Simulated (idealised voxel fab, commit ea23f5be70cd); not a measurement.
Process module under the name voxel double patterning
195 nm wide, 5 nm square cells: that's cross-section cut.
Cross-section format: a grid of square cells, given as bands from top to bottom; each band is one or more rows of cells.
Band: top height; bottom height; in nm. Then, left to right: material with width in nm, for each material. "everywhere": a single material spanning edge to edge. "empty": empty space.
Note: height 0 marks the level under which the wafer is uniformly one material as received. Lowest band unbounded below, written "0 down".
Per-row width for "30 to 40": begins at first number (top row of band), ends at second number (bottom row), increment between rows held constant.
When a step is marked "no change", none of the cells in the cross-section changed during that step.
The entry titled "Non-vented voids" provides the empty spaces that have no open way to the top, restricted to those of 8 cells or more. Each is presented as width x height at distance, the distance being measured from the left edge, with all three in nm.
Heads up: the bit after the settings on a step's line is the simulator's remark on that step.
On any step carrying a mask, the "overlay nm" setting, if present on the step's line, tells how far right of its planned place the mask lay; negative values point to the left.

### Planned process steps
1,RECEIVE with material Si
2,CONFORMAL_DEP with material SiO2, thk nm 5
3,DIRECTIONAL_DEP with material polySi, thk nm 10
4,DIRECTIONAL_DEP with material SiCN, thk nm 10
5,MASKED_ETCH with tone open, mask id FIRST, width nm 15, pitch nm 50, etch materials SiCN, depth nm 10, overlay nm 0
6,PATTERN with tone open, mask id SECOND, material resist, width nm 15, thk nm 15, overlay nm 0
7,DIRECTIONAL_ETCH with etch materials SiCN, depth nm 5
8,STRIP with etch materials resist
9,DIRECTIONAL_ETCH with etch materials polySi, depth nm 10
10,STRIP with etch materials SiCN
The wafers in this document start out alike and differ in the depth nm applied at step 7; the plan shows the value used for the first wafer.

### Cross-sectional view of the first of several wafers in the as-received condition, corresponding to the state following step 1
* 0 down | Si everywhere
* Non-vented voids: none

### Below, a row for every wafer. Read it as the end-of-module picture: for each material the wafer shows its cells gained (+) or lost (-) since it was received, and then its closed voids
depth nm 5, +39 SiO2, +66 polySi, Non-vented voids: none
depth nm 10, +39 SiO2, +60 polySi, Non-vented voids: none
depth nm 15, +39 SiO2, +60 polySi, Non-vented voids: none
depth nm 20, +39 SiO2, +60 polySi, Non-vented voids: none
depth nm 25, +39 SiO2, +60 polySi, Non-vented voids: none
